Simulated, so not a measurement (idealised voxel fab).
The name of this process module is voxel transistor to metal.
Xsec cut, 300 nm wide, square cell size 5 nm.
For the purposes of this document, a cross-section shall be understood as a grid of square cells, specified as bands listed in top-to-bottom order, each band consisting of one or more rows of cells.
Top, bottom (nm), then materials left to right with widths (nm); lone material tagged "edge to edge" fills the whole band edge to edge; "air" = empty space.
The reference from which all heights are counted is 0, the level beneath which the as-received wafer is entirely one material; the lowest band, having no lower bound, proceeds downward and is written after the example "0 down".
When a width is written as two numbers, as in "30 to 40", the first number is the width in the top row of cells of the band and the second is the width in its bottom row, and the width changes by the same amount from each row to the next.
"no change occurred" for a step: no cell of the cross-section changed in that step.
The entry "Voids, enclosed" lists the empty spaces that cover at least 8 cells and have no open path to the top. Each is written as width x height at distance, where the distance is measured from the left edge and all three values are in nm.
On a step's line, text after the settings is the simulator commenting on that step.
The line of a step may include "overlay nm". On a step with a mask, this value is how far to the right of its planned place the mask lay. A negative value means the mask lay to the left.

# Process steps (planned)
- 1: RECEIVE with material Si
- 2: OXIDIZE with depth nm 5
- 3: CONFORMAL_DEP with material SiN, thk nm 10
- 4: MASKED_ETCH with tone cover, mask id ACTIVE, width nm 115, pitch nm 135, etch materials SiN, depth nm 10, overlay nm 0
- 5: MASKED_ETCH with tone cover, mask id ACTIVE, width nm 115, pitch nm 135, etch materials SiO2, depth nm 5, overlay nm 0
- 6: MASKED_ETCH with tone cover, mask id ACTIVE, width nm 115, pitch nm 135, etch materials Si, depth nm 35, overlay nm 0
- 7: OXIDIZE with depth nm 5
- 8: FILL_DEP with material SiO2, thk nm 10
- 9: CMP with height nm 10
- 10: SELECTIVE_ETCH with etch materials SiO2, depth nm 5
- 11: STRIP with etch materials SiN
- 12: SELECTIVE_ETCH with etch materials SiO2, depth nm 5
- 13: OXIDIZE with depth nm 5
- 14: DIRECTIONAL_DEP with material polySi, thk nm 20
- 15: DIRECTIONAL_DEP with material SiCN, thk nm 15
- 16: DIRECTIONAL_DEP with material aC, thk nm 10
- 17: PATTERN with tone cover, mask id GATE, material resist, width nm 25, pitch nm 135, thk nm 30, overlay nm 0
- 18: DIRECTIONAL_ETCH with etch materials aC, depth nm 10
- 19: STRIP with etch materials resist
- 20: DIRECTIONAL_ETCH with etch materials SiCN, depth nm 25
- 21: DIRECTIONAL_ETCH with etch materials polySi, depth nm 30
- 22: STRIP with etch materials aC
- 23: CONFORMAL_DEP with material SiO2, thk nm 5
- 24: DIRECTIONAL_ETCH with etch materials SiO2, depth nm 5
- 25: CONFORMAL_DEP with material SiN, thk nm 5
- 26: DIRECTIONAL_ETCH with etch materials SiN, depth nm 5
- 27: DIRECTIONAL_ETCH with etch materials SiO2, depth nm 5
- 28: DIRECTIONAL_ETCH with etch materials Si, depth nm 10
- 29: EPI with material pSi, thk nm 10
- 30: FILL_DEP with material SiO2, thk nm 5
- 31: CMP with height nm 15
- 32: STRIP with etch materials polySi
- 33: SELECTIVE_ETCH with etch materials SiO2, depth nm 5
- 34: CONFORMAL_DEP with material HfO2, thk nm 5
- 35: CONFORMAL_DEP with material TiN, thk nm 5
- 36: FILL_DEP with material W, thk nm 10
- 37: CMP with height nm 10
- 38: DIRECTIONAL_DEP with material SiO2, thk nm 15
- 39: MASKED_ETCH with tone open, mask id CONTACT, width nm 15, etch materials SiO2, depth nm 35, overlay nm 0
- 40: CONFORMAL_DEP with material TiN, thk nm 5
- 41: FILL_DEP with material Ru, thk nm 10
- 42: CMP with height nm 25
- 43: DIRECTIONAL_DEP with material TiN, thk nm 5
- 44: DIRECTIONAL_DEP with material Ru, thk nm 25
- 45: MASKED_ETCH with tone cover, mask id METAL_1, width nm 15, etch materials Ru, depth nm 25, overlay nm 0
- 46: MASKED_ETCH with tone cover, mask id METAL_1, width nm 15, etch materials TiN, depth nm 5, overlay nm 0
- 47: FILL_DEP with material lowk, thk nm 5
- 48: CMP with height nm 55
- 49: CONFORMAL_DEP with material SiN, thk nm 5

# First of two wafers, with the run carried out as planned

# Incoming wafer in cross-section (state: after step 1)
    0 down  Si edge to edge
    Voids, enclosed: none

# Upon completion of step 2, the wafer appears in cross-section as shown
    0 to -5  SiO2 edge to edge
    Nothing below the height -5 has changed.

# Upon completion of step 3, the wafer appears in cross-section as shown
    10 to 0  SiN edge to edge
    Nothing below the height 0 has changed.

# Upon completion of step 4, the wafer appears in cross-section as shown
    10 to 0  air 25, then SiN 115, then air 20, then SiN 115, then air 25
    Nothing below the height 0 has changed.

# Upon completion of step 5, the wafer appears in cross-section as shown
    10 to 0  air 25, then SiN 115, then air 20, then SiN 115, then air 25
    0 to -5  air 25, then SiO2 115, then air 20, then SiO2 115, then air 25
    Nothing below the height -5 has changed.

# Upon completion of step 6, the wafer appears in cross-section as shown
    10 to 0  air 25, then SiN 115, then air 20, then SiN 115, then air 25
    0 to -5  air 25, then SiO2 115, then air 20, then SiO2 115, then air 25
    -5 to -40  air 25, then Si 115, then air 20, then Si 115, then air 25
    Nothing below the height -40 has changed.

# Upon completion of step 7, the wafer appears in cross-section as shown
    10 to 0  air 25, then SiN 115, then air 20, then SiN 115, then air 25
    0 to -5  air 25, then SiO2 115, then air 20, then SiO2 115, then air 25
    -5 to -40  air 25, then SiO2 5, then Si 105, then SiO2 5, then air 20, then SiO2 5, then Si 105, then SiO2 5, then air 25
    -40 to -45  SiO2 30, then Si 105, then SiO2 30, then Si 105, then SiO2 30
    Nothing below the height -45 has changed.

# Upon completion of step 8, the wafer appears in cross-section as shown
    20 to 10  SiO2 edge to edge
    10 to 0  SiO2 25, then SiN 115, then SiO2 20, then SiN 115, then SiO2 25
    0 to -5  SiO2 edge to edge
    -5 to -45  SiO2 30, then Si 105, then SiO2 30, then Si 105, then SiO2 30
    Nothing below the height -45 has changed.

# Upon completion of step 9, the wafer appears in cross-section as shown
    10 to 0  SiO2 25, then SiN 115, then SiO2 20, then SiN 115, then SiO2 25
    Nothing below the height 0 has changed.

# Upon completion of step 10, the wafer appears in cross-section as shown
    10 to 5  air 25, then SiN 115, then air 20, then SiN 115, then air 25
    Nothing below the height 5 has changed.

# Upon completion of step 11, the wafer appears in cross-section as shown
    5 to 0  SiO2 25, then air 115, then SiO2 20, then air 115, then SiO2 25
    Nothing below the height 0 has changed.

# Upon completion of step 12, the wafer appears in cross-section as shown
    0 to -5  SiO2 20, then air 125, then SiO2 10, then air 125, then SiO2 20
    Nothing below the height -5 has changed.

# Upon completion of step 13, the wafer appears in cross-section as shown
    0 to -5  SiO2 20, then air 125, then SiO2 10, then air 125, then SiO2 20
    -5 to -10  SiO2 edge to edge
    Nothing below the height -10 has changed.

# Upon completion of step 14, the wafer appears in cross-section as shown
    20 to 15  polySi 20, then air 125, then polySi 10, then air 125, then polySi 20
    15 to 0  polySi edge to edge
    0 to -5  SiO2 20, then polySi 125, then SiO2 10, then polySi 125, then SiO2 20
    Nothing below the height -5 has changed.

# Upon completion of step 15, the wafer appears in cross-section as shown
    35 to 30  SiCN 20, then air 125, then SiCN 10, then air 125, then SiCN 20
    30 to 20  SiCN edge to edge
    20 to 15  polySi 20, then SiCN 125, then polySi 10, then SiCN 125, then polySi 20
    Nothing below the height 15 has changed.

# Upon completion of step 16, the wafer appears in cross-section as shown
    45 to 40  aC 20, then air 125, then aC 10, then air 125, then aC 20
    40 to 35  aC edge to edge
    35 to 30  SiCN 20, then aC 125, then SiCN 10, then aC 125, then SiCN 20
    Nothing below the height 30 has changed.

# Upon completion of step 17, the wafer appears in cross-section as shown
    75 to 45  air 70, then resist 25, then air 110, then resist 25, then air 70
    45 to 40  aC 20, then air 50, then resist 25, then air 50, then aC 10, then air 50, then resist 25, then air 50, then aC 20
    Nothing below the height 40 has changed.

# Upon completion of step 18, the wafer appears in cross-section as shown
    65 to 40  air 70, then resist 25, then air 110, then resist 25, then air 70
    40 to 35  air 70, then aC 25, then air 110, then aC 25, then air 70
    35 to 30  SiCN 20, then air 50, then aC 25, then air 50, then SiCN 10, then air 50, then aC 25, then air 50, then SiCN 20
    Nothing below the height 30 has changed.

# Upon completion of step 19, the wafer appears in cross-section as shown
    40 to 35  air 70, then aC 25, then air 110, then aC 25, then air 70
    Nothing below the height 35 has changed.

# Upon completion of step 20, the wafer appears in cross-section as shown
    40 to 30  air 70, then aC 25, then air 110, then aC 25, then air 70
    30 to 20  air 70, then SiCN 25, then air 110, then SiCN 25, then air 70
    20 to 15  polySi 20, then air 50, then SiCN 25, then air 50, then polySi 10, then air 50, then SiCN 25, then air 50, then polySi 20
    Nothing below the height 15 has changed.

# Upon completion of step 21, the wafer appears in cross-section as shown
    40 to 30  air 70, then aC 25, then air 110, then aC 25, then air 70
    30 to 15  air 70, then SiCN 25, then air 110, then SiCN 25, then air 70
    15 to 0  air 70, then polySi 25, then air 110, then polySi 25, then air 70
    0 to -5  SiO2 20, then air 50, then polySi 25, then air 50, then SiO2 10, then air 50, then polySi 25, then air 50, then SiO2 20
    Nothing below the height -5 has changed.

# Upon completion of step 22, the wafer appears in cross-section as shown
    30 to 15  air 70, then SiCN 25, then air 110, then SiCN 25, then air 70
    Nothing below the height 15 has changed.

# Upon completion of step 23, the wafer appears in cross-section as shown
    35 to 30  air 65, then SiO2 35, then air 100, then SiO2 35, then air 65
    30 to 15  air 65, then SiO2 5, then SiCN 25, then SiO2 5, then air 100, then SiO2 5, then SiCN 25, then SiO2 5, then air 65
    15 to 5  air 65, then SiO2 5, then polySi 25, then SiO2 5, then air 100, then SiO2 5, then polySi 25, then SiO2 5, then air 65
    5 to 0  SiO2 25, then air 40, then SiO2 5, then polySi 25, then SiO2 5, then air 40, then SiO2 20, then air 40, then SiO2 5, then polySi 25, then SiO2 5, then air 40, then SiO2 25
    0 to -5  SiO2 70, then polySi 25, then SiO2 110, then polySi 25, then SiO2 70
    Nothing below the height -5 has changed.

# Upon completion of step 24, the wafer appears in cross-section as shown
    30 to 15  air 65, then SiO2 5, then SiCN 25, then SiO2 5, then air 100, then SiO2 5, then SiCN 25, then SiO2 5, then air 65
    15 to 0  air 65, then SiO2 5, then polySi 25, then SiO2 5, then air 100, then SiO2 5, then polySi 25, then SiO2 5, then air 65
    0 to -5  SiO2 25, then air 40, then SiO2 5, then polySi 25, then SiO2 5, then air 40, then SiO2 20, then air 40, then SiO2 5, then polySi 25, then SiO2 5, then air 40, then SiO2 25
    Nothing below the height -5 has changed.

# Upon completion of step 25, the wafer appears in cross-section as shown
    35 to 30  air 60, then SiN 45, then air 90, then SiN 45, then air 60
    30 to 15  air 60, then SiN 5, then SiO2 5, then SiCN 25, then SiO2 5, then SiN 5, then air 90, then SiN 5, then SiO2 5, then SiCN 25, then SiO2 5, then SiN 5, then air 60
    15 to 5  air 60, then SiN 5, then SiO2 5, then polySi 25, then SiO2 5, then SiN 5, then air 90, then SiN 5, then SiO2 5, then polySi 25, then SiO2 5, then SiN 5, then air 60
    5 to 0  SiN 30, then air 30, then SiN 5, then SiO2 5, then polySi 25, then SiO2 5, then SiN 5, then air 30, then SiN 30, then air 30, then SiN 5, then SiO2 5, then polySi 25, then SiO2 5, then SiN 5, then air 30, then SiN 30
    0 to -5  SiO2 25, then SiN 40, then SiO2 5, then polySi 25, then SiO2 5, then SiN 40, then SiO2 20, then SiN 40, then SiO2 5, then polySi 25, then SiO2 5, then SiN 40, then SiO2 25
    Nothing below the height -5 has changed.

# Upon completion of step 26, the wafer appears in cross-section as shown
    30 to 15  air 60, then SiN 5, then SiO2 5, then SiCN 25, then SiO2 5, then SiN 5, then air 90, then SiN 5, then SiO2 5, then SiCN 25, then SiO2 5, then SiN 5, then air 60
    15 to 0  air 60, then SiN 5, then SiO2 5, then polySi 25, then SiO2 5, then SiN 5, then air 90, then SiN 5, then SiO2 5, then polySi 25, then SiO2 5, then SiN 5, then air 60
    0 to -5  SiO2 25, then SiN 5, then air 30, then SiN 5, then SiO2 5, then polySi 25, then SiO2 5, then SiN 5, then air 30, then SiN 5, then SiO2 20, then SiN 5, then air 30, then SiN 5, then SiO2 5, then polySi 25, then SiO2 5, then SiN 5, then air 30, then SiN 5, then SiO2 25
    Nothing below the height -5 has changed.

# Upon completion of step 27, the wafer appears in cross-section as shown
    30 to 25  air 60, then SiN 5, then air 5, then SiCN 25, then air 5, then SiN 5, then air 90, then SiN 5, then air 5, then SiCN 25, then air 5, then SiN 5, then air 60
    25 to 15  air 60, then SiN 5, then SiO2 5, then SiCN 25, then SiO2 5, then SiN 5, then air 90, then SiN 5, then SiO2 5, then SiCN 25, then SiO2 5, then SiN 5, then air 60
    15 to 0  air 60, then SiN 5, then SiO2 5, then polySi 25, then SiO2 5, then SiN 5, then air 90, then SiN 5, then SiO2 5, then polySi 25, then SiO2 5, then SiN 5, then air 60
    0 to -5  air 25, then SiN 5, then air 30, then SiN 5, then SiO2 5, then polySi 25, then SiO2 5, then SiN 5, then air 30, then SiN 5, then air 20, then SiN 5, then air 30, then SiN 5, then SiO2 5, then polySi 25, then SiO2 5, then SiN 5, then air 30, then SiN 5, then air 25
    -5 to -10  SiO2 30, then air 30, then SiO2 45, then air 30, then SiO2 30, then air 30, then SiO2 45, then air 30, then SiO2 30
    Nothing below the height -10 has changed.

# Upon completion of step 28, the wafer appears in cross-section as shown
    30 to 25  air 60, then SiN 5, then air 5, then SiCN 25, then air 5, then SiN 5, then air 90, then SiN 5, then air 5, then SiCN 25, then air 5, then SiN 5, then air 60
    25 to 15  air 60, then SiN 5, then SiO2 5, then SiCN 25, then SiO2 5, then SiN 5, then air 90, then SiN 5, then SiO2 5, then SiCN 25, then SiO2 5, then SiN 5, then air 60
    15 to 0  air 60, then SiN 5, then SiO2 5, then polySi 25, then SiO2 5, then SiN 5, then air 90, then SiN 5, then SiO2 5, then polySi 25, then SiO2 5, then SiN 5, then air 60
    0 to -5  air 25, then SiN 5, then air 30, then SiN 5, then SiO2 5, then polySi 25, then SiO2 5, then SiN 5, then air 30, then SiN 5, then air 20, then SiN 5, then air 30, then SiN 5, then SiO2 5, then polySi 25, then SiO2 5, then SiN 5, then air 30, then SiN 5, then air 25
    -5 to -10  SiO2 30, then air 30, then SiO2 45, then air 30, then SiO2 30, then air 30, then SiO2 45, then air 30, then SiO2 30
    -10 to -20  SiO2 30, then air 30, then Si 45, then air 30, then SiO2 30, then air 30, then Si 45, then air 30, then SiO2 30
    Nothing below the height -20 has changed.

# Upon completion of step 29, the wafer appears in cross-section as shown
    30 to 25  air 60, then SiN 5, then air 5, then SiCN 25, then air 5, then SiN 5, then air 90, then SiN 5, then air 5, then SiCN 25, then air 5, then SiN 5, then air 60
    25 to 15  air 60, then SiN 5, then SiO2 5, then SiCN 25, then SiO2 5, then SiN 5, then air 90, then SiN 5, then SiO2 5, then SiCN 25, then SiO2 5, then SiN 5, then air 60
    15 to 0  air 60, then SiN 5, then SiO2 5, then polySi 25, then SiO2 5, then SiN 5, then air 90, then SiN 5, then SiO2 5, then polySi 25, then SiO2 5, then SiN 5, then air 60
    0 to -5  air 25, then SiN 5, then air 20, then pSi 10, then SiN 5, then SiO2 5, then polySi 25, then SiO2 5, then SiN 5, then pSi 10, then air 20, then SiN 5, then air 20, then SiN 5, then air 20, then pSi 10, then SiN 5, then SiO2 5, then polySi 25, then SiO2 5, then SiN 5, then pSi 10, then air 20, then SiN 5, then air 25
    -5 to -10  SiO2 30, then air 20, then pSi 10, then SiO2 45, then pSi 10, then air 20, then SiO2 30, then air 20, then pSi 10, then SiO2 45, then pSi 10, then air 20, then SiO2 30
    -10 to -20  SiO2 30, then pSi 30, then Si 45, then pSi 30, then SiO2 30, then pSi 30, then Si 45, then pSi 30, then SiO2 30
    Nothing below the height -20 has changed.

# Upon completion of step 30, the wafer appears in cross-section as shown
    35 to 30  SiO2 edge to edge
    30 to 15  SiO2 60, then SiN 5, then SiO2 5, then SiCN 25, then SiO2 5, then SiN 5, then SiO2 90, then SiN 5, then SiO2 5, then SiCN 25, then SiO2 5, then SiN 5, then SiO2 60
    15 to 0  SiO2 60, then SiN 5, then SiO2 5, then polySi 25, then SiO2 5, then SiN 5, then SiO2 90, then SiN 5, then SiO2 5, then polySi 25, then SiO2 5, then SiN 5, then SiO2 60
    0 to -5  SiO2 25, then SiN 5, then SiO2 20, then pSi 10, then SiN 5, then SiO2 5, then polySi 25, then SiO2 5, then SiN 5, then pSi 10, then SiO2 20, then SiN 5, then SiO2 20, then SiN 5, then SiO2 20, then pSi 10, then SiN 5, then SiO2 5, then polySi 25, then SiO2 5, then SiN 5, then pSi 10, then SiO2 20, then SiN 5, then SiO2 25
    -5 to -10  SiO2 50, then pSi 10, then SiO2 45, then pSi 10, then SiO2 70, then pSi 10, then SiO2 45, then pSi 10, then SiO2 50
    Nothing below the height -10 has changed.

# Upon completion of step 31, the wafer appears in cross-section as shown
    15 to 0  SiO2 60, then SiN 5, then SiO2 5, then polySi 25, then SiO2 5, then SiN 5, then SiO2 90, then SiN 5, then SiO2 5, then polySi 25, then SiO2 5, then SiN 5, then SiO2 60
    Nothing below the height 0 has changed.

# Upon completion of step 32, the wafer appears in cross-section as shown
    15 to 0  SiO2 60, then SiN 5, then SiO2 5, then air 25, then SiO2 5, then SiN 5, then SiO2 90, then SiN 5, then SiO2 5, then air 25, then SiO2 5, then SiN 5, then SiO2 60
    0 to -5  SiO2 25, then SiN 5, then SiO2 20, then pSi 10, then SiN 5, then SiO2 5, then air 25, then SiO2 5, then SiN 5, then pSi 10, then SiO2 20, then SiN 5, then SiO2 20, then SiN 5, then SiO2 20, then pSi 10, then SiN 5, then SiO2 5, then air 25, then SiO2 5, then SiN 5, then pSi 10, then SiO2 20, then SiN 5, then SiO2 25
    Nothing below the height -5 has changed.

# Upon completion of step 33, the wafer appears in cross-section as shown
    15 to 10  air 60, then SiN 5, then air 35, then SiN 5, then air 90, then SiN 5, then air 35, then SiN 5, then air 60
    10 to 0  SiO2 60, then SiN 5, then air 35, then SiN 5, then SiO2 90, then SiN 5, then air 35, then SiN 5, then SiO2 60
    0 to -5  SiO2 25, then SiN 5, then SiO2 20, then pSi 10, then SiN 5, then air 35, then SiN 5, then pSi 10, then SiO2 20, then SiN 5, then SiO2 20, then SiN 5, then SiO2 20, then pSi 10, then SiN 5, then air 35, then SiN 5, then pSi 10, then SiO2 20, then SiN 5, then SiO2 25
    -5 to -10  SiO2 50, then pSi 10, then SiO2 5, then air 35, then SiO2 5, then pSi 10, then SiO2 70, then pSi 10, then SiO2 5, then air 35, then SiO2 5, then pSi 10, then SiO2 50
    Nothing below the height -10 has changed.

# Upon completion of step 34, the wafer appears in cross-section as shown
    20 to 15  air 55, then HfO2 15, then air 25, then HfO2 15, then air 80, then HfO2 15, then air 25, then HfO2 15, then air 55
    15 to 10  HfO2 60, then SiN 5, then HfO2 5, then air 25, then HfO2 5, then SiN 5, then HfO2 90, then SiN 5, then HfO2 5, then air 25, then HfO2 5, then SiN 5, then HfO2 60
    10 to 0  SiO2 60, then SiN 5, then HfO2 5, then air 25, then HfO2 5, then SiN 5, then SiO2 90, then SiN 5, then HfO2 5, then air 25, then HfO2 5, then SiN 5, then SiO2 60
    0 to -5  SiO2 25, then SiN 5, then SiO2 20, then pSi 10, then SiN 5, then HfO2 5, then air 25, then HfO2 5, then SiN 5, then pSi 10, then SiO2 20, then SiN 5, then SiO2 20, then SiN 5, then SiO2 20, then pSi 10, then SiN 5, then HfO2 5, then air 25, then HfO2 5, then SiN 5, then pSi 10, then SiO2 20, then SiN 5, then SiO2 25
    -5 to -10  SiO2 50, then pSi 10, then SiO2 5, then HfO2 35, then SiO2 5, then pSi 10, then SiO2 70, then pSi 10, then SiO2 5, then HfO2 35, then SiO2 5, then pSi 10, then SiO2 50
    Nothing below the height -10 has changed.

# Upon completion of step 35, the wafer appears in cross-section as shown
    25 to 20  air 50, then TiN 25, then air 15, then TiN 25, then air 70, then TiN 25, then air 15, then TiN 25, then air 50
    20 to 15  TiN 55, then HfO2 15, then TiN 5, then air 15, then TiN 5, then HfO2 15, then TiN 80, then HfO2 15, then TiN 5, then air 15, then TiN 5, then HfO2 15, then TiN 55
    15 to 10  HfO2 60, then SiN 5, then HfO2 5, then TiN 5, then air 15, then TiN 5, then HfO2 5, then SiN 5, then HfO2 90, then SiN 5, then HfO2 5, then TiN 5, then air 15, then TiN 5, then HfO2 5, then SiN 5, then HfO2 60
    10 to 0  SiO2 60, then SiN 5, then HfO2 5, then TiN 5, then air 15, then TiN 5, then HfO2 5, then SiN 5, then SiO2 90, then SiN 5, then HfO2 5, then TiN 5, then air 15, then TiN 5, then HfO2 5, then SiN 5, then SiO2 60
    0 to -5  SiO2 25, then SiN 5, then SiO2 20, then pSi 10, then SiN 5, then HfO2 5, then TiN 25, then HfO2 5, then SiN 5, then pSi 10, then SiO2 20, then SiN 5, then SiO2 20, then SiN 5, then SiO2 20, then pSi 10, then SiN 5, then HfO2 5, then TiN 25, then HfO2 5, then SiN 5, then pSi 10, then SiO2 20, then SiN 5, then SiO2 25
    Nothing below the height -5 has changed.

# Upon completion of step 36, the wafer appears in cross-section as shown
    35 to 25  W edge to edge
    25 to 20  W 50, then TiN 25, then W 15, then TiN 25, then W 70, then TiN 25, then W 15, then TiN 25, then W 50
    20 to 15  TiN 55, then HfO2 15, then TiN 5, then W 15, then TiN 5, then HfO2 15, then TiN 80, then HfO2 15, then TiN 5, then W 15, then TiN 5, then HfO2 15, then TiN 55
    15 to 10  HfO2 60, then SiN 5, then HfO2 5, then TiN 5, then W 15, then TiN 5, then HfO2 5, then SiN 5, then HfO2 90, then SiN 5, then HfO2 5, then TiN 5, then W 15, then TiN 5, then HfO2 5, then SiN 5, then HfO2 60
    10 to 0  SiO2 60, then SiN 5, then HfO2 5, then TiN 5, then W 15, then TiN 5, then HfO2 5, then SiN 5, then SiO2 90, then SiN 5, then HfO2 5, then TiN 5, then W 15, then TiN 5, then HfO2 5, then SiN 5, then SiO2 60
    Nothing below the height 0 has changed.

# Upon completion of step 37, the wafer appears in cross-section as shown
    10 to 0  SiO2 60, then SiN 5, then HfO2 5, then TiN 5, then W 15, then TiN 5, then HfO2 5, then SiN 5, then SiO2 90, then SiN 5, then HfO2 5, then TiN 5, then W 15, then TiN 5, then HfO2 5, then SiN 5, then SiO2 60
    Nothing below the height 0 has changed.

# Upon completion of step 38, the wafer appears in cross-section as shown
    25 to 10  SiO2 edge to edge
    Nothing below the height 10 has changed.

# Upon completion of step 39, the wafer appears in cross-section as shown
    25 to 10  SiO2 35, then air 15, then SiO2 65, then air 15, then SiO2 40, then air 15, then SiO2 65, then air 15, then SiO2 35
    10 to 0  SiO2 35, then air 15, then SiO2 10, then SiN 5, then HfO2 5, then TiN 5, then W 15, then TiN 5, then HfO2 5, then SiN 5, then SiO2 10, then air 15, then SiO2 40, then air 15, then SiO2 10, then SiN 5, then HfO2 5, then TiN 5, then W 15, then TiN 5, then HfO2 5, then SiN 5, then SiO2 10, then air 15, then SiO2 35
    0 to -5  SiO2 25, then SiN 5, then SiO2 5, then air 15, then pSi 10, then SiN 5, then HfO2 5, then TiN 25, then HfO2 5, then SiN 5, then pSi 10, then air 15, then SiO2 5, then SiN 5, then SiO2 20, then SiN 5, then SiO2 5, then air 15, then pSi 10, then SiN 5, then HfO2 5, then TiN 25, then HfO2 5, then SiN 5, then pSi 10, then air 15, then SiO2 5, then SiN 5, then SiO2 25
    -5 to -10  SiO2 35, then air 15, then pSi 10, then SiO2 5, then HfO2 35, then SiO2 5, then pSi 10, then air 15, then SiO2 40, then air 15, then pSi 10, then SiO2 5, then HfO2 35, then SiO2 5, then pSi 10, then air 15, then SiO2 35
    Nothing below the height -10 has changed.

# Upon completion of step 40, the wafer appears in cross-section as shown
    30 to 25  TiN 40, then air 5, then TiN 75, then air 5, then TiN 50, then air 5, then TiN 75, then air 5, then TiN 40
    25 to 10  SiO2 35, then TiN 5, then air 5, then TiN 5, then SiO2 65, then TiN 5, then air 5, then TiN 5, then SiO2 40, then TiN 5, then air 5, then TiN 5, then SiO2 65, then TiN 5, then air 5, then TiN 5, then SiO2 35
    10 to 0  SiO2 35, then TiN 5, then air 5, then TiN 5, then SiO2 10, then SiN 5, then HfO2 5, then TiN 5, then W 15, then TiN 5, then HfO2 5, then SiN 5, then SiO2 10, then TiN 5, then air 5, then TiN 5, then SiO2 40, then TiN 5, then air 5, then TiN 5, then SiO2 10, then SiN 5, then HfO2 5, then TiN 5, then W 15, then TiN 5, then HfO2 5, then SiN 5, then SiO2 10, then TiN 5, then air 5, then TiN 5, then SiO2 35
    0 to -5  SiO2 25, then SiN 5, then SiO2 5, then TiN 5, then air 5, then TiN 5, then pSi 10, then SiN 5, then HfO2 5, then TiN 25, then HfO2 5, then SiN 5, then pSi 10, then TiN 5, then air 5, then TiN 5, then SiO2 5, then SiN 5, then SiO2 20, then SiN 5, then SiO2 5, then TiN 5, then air 5, then TiN 5, then pSi 10, then SiN 5, then HfO2 5, then TiN 25, then HfO2 5, then SiN 5, then pSi 10, then TiN 5, then air 5, then TiN 5, then SiO2 5, then SiN 5, then SiO2 25
    -5 to -10  SiO2 35, then TiN 15, then pSi 10, then SiO2 5, then HfO2 35, then SiO2 5, then pSi 10, then TiN 15, then SiO2 40, then TiN 15, then pSi 10, then SiO2 5, then HfO2 35, then SiO2 5, then pSi 10, then TiN 15, then SiO2 35
    Nothing below the height -10 has changed.

# Upon completion of step 41, the wafer appears in cross-section as shown
    40 to 30  Ru edge to edge
    30 to 25  TiN 40, then Ru 5, then TiN 75, then Ru 5, then TiN 50, then Ru 5, then TiN 75, then Ru 5, then TiN 40
    25 to 10  SiO2 35, then TiN 5, then Ru 5, then TiN 5, then SiO2 65, then TiN 5, then Ru 5, then TiN 5, then SiO2 40, then TiN 5, then Ru 5, then TiN 5, then SiO2 65, then TiN 5, then Ru 5, then TiN 5, then SiO2 35
    10 to 0  SiO2 35, then TiN 5, then Ru 5, then TiN 5, then SiO2 10, then SiN 5, then HfO2 5, then TiN 5, then W 15, then TiN 5, then HfO2 5, then SiN 5, then SiO2 10, then TiN 5, then Ru 5, then TiN 5, then SiO2 40, then TiN 5, then Ru 5, then TiN 5, then SiO2 10, then SiN 5, then HfO2 5, then TiN 5, then W 15, then TiN 5, then HfO2 5, then SiN 5, then SiO2 10, then TiN 5, then Ru 5, then TiN 5, then SiO2 35
    0 to -5  SiO2 25, then SiN 5, then SiO2 5, then TiN 5, then Ru 5, then TiN 5, then pSi 10, then SiN 5, then HfO2 5, then TiN 25, then HfO2 5, then SiN 5, then pSi 10, then TiN 5, then Ru 5, then TiN 5, then SiO2 5, then SiN 5, then SiO2 20, then SiN 5, then SiO2 5, then TiN 5, then Ru 5, then TiN 5, then pSi 10, then SiN 5, then HfO2 5, then TiN 25, then HfO2 5, then SiN 5, then pSi 10, then TiN 5, then Ru 5, then TiN 5, then SiO2 5, then SiN 5, then SiO2 25
    Nothing below the height -5 has changed.

# Upon completion of step 42, the wafer appears in cross-section as shown
    25 to 10  SiO2 35, then TiN 5, then Ru 5, then TiN 5, then SiO2 65, then TiN 5, then Ru 5, then TiN 5, then SiO2 40, then TiN 5, then Ru 5, then TiN 5, then SiO2 65, then TiN 5, then Ru 5, then TiN 5, then SiO2 35
    Nothing below the height 10 has changed.

# Upon completion of step 43, the wafer appears in cross-section as shown
    30 to 25  TiN edge to edge
    Nothing below the height 25 has changed.

# Upon completion of step 44, the wafer appears in cross-section as shown
    55 to 30  Ru edge to edge
    Nothing below the height 30 has changed.

# Upon completion of step 45, the wafer appears in cross-section as shown
    55 to 30  air 35, then Ru 15, then air 65, then Ru 15, then air 40, then Ru 15, then air 65, then Ru 15, then air 35
    Nothing below the height 30 has changed.

# Upon completion of step 46, the wafer appears in cross-section as shown
    55 to 30  air 35, then Ru 15, then air 65, then Ru 15, then air 40, then Ru 15, then air 65, then Ru 15, then air 35
    30 to 25  air 35, then TiN 15, then air 65, then TiN 15, then air 40, then TiN 15, then air 65, then TiN 15, then air 35
    Nothing below the height 25 has changed.

# Upon completion of step 47, the wafer appears in cross-section as shown
    60 to 55  lowk edge to edge
    55 to 30  lowk 35, then Ru 15, then lowk 65, then Ru 15, then lowk 40, then Ru 15, then lowk 65, then Ru 15, then lowk 35
    30 to 25  lowk 35, then TiN 15, then lowk 65, then TiN 15, then lowk 40, then TiN 15, then lowk 65, then TiN 15, then lowk 35
    Nothing below the height 25 has changed.

# Upon completion of step 48, the wafer appears in cross-section as shown
    55 to 30  lowk 35, then Ru 15, then lowk 65, then Ru 15, then lowk 40, then Ru 15, then lowk 65, then Ru 15, then lowk 35
    Nothing below the height 30 has changed.

# Upon completion of step 49, the wafer appears in cross-section as shown
    60 to 55  SiN edge to edge
    Nothing below the height 55 has changed.

# Wafer two. Same start, same plan, one slip in execution. Same as wafer one through step 44, inclusive

# Second wafer at the planned finish of step 45, seen in cross-section
    55 to 30  air 30, then Ru 25, then air 55, then Ru 25, then air 30, then Ru 25, then air 55, then Ru 25, then air 30
    Nothing below the height 30 has changed.

# Second wafer at the planned finish of step 46, seen in cross-section
    55 to 30  air 30, then Ru 25, then air 55, then Ru 25, then air 30, then Ru 25, then air 55, then Ru 25, then air 30
    30 to 25  air 30, then TiN 25, then air 55, then TiN 25, then air 30, then TiN 25, then air 55, then TiN 25, then air 30
    Nothing below the height 25 has changed.

# Second wafer at the planned finish of step 47, seen in cross-section
    60 to 55  lowk edge to edge
    55 to 30  lowk 30, then Ru 25, then lowk 55, then Ru 25, then lowk 30, then Ru 25, then lowk 55, then Ru 25, then lowk 30
    30 to 25  lowk 30, then TiN 25, then lowk 55, then TiN 25, then lowk 30, then TiN 25, then lowk 55, then TiN 25, then lowk 30
    Nothing below the height 25 has changed.

# Second wafer at the planned finish of step 48, seen in cross-section
    55 to 30  lowk 30, then Ru 25, then lowk 55, then Ru 25, then lowk 30, then Ru 25, then lowk 55, then Ru 25, then lowk 30
    Nothing below the height 30 has changed.

# Second wafer at the planned finish of step 49, seen in cross-section
    60 to 55  SiN edge to edge
    Nothing below the height 55 has changed.
Short version of what went wrong: step 45 ran with different settings than intended, the actual operation and settings being MASKED_ETCH with tone cover, mask id METAL_1, width nm 25, etch materials Ru, depth nm 25, overlay nm 0
It is noted that, at the conclusion of processing, the second wafer exhibits a higher or lower cell count for certain materials relative to the first: Ru +40; TiN +8; lowk -48
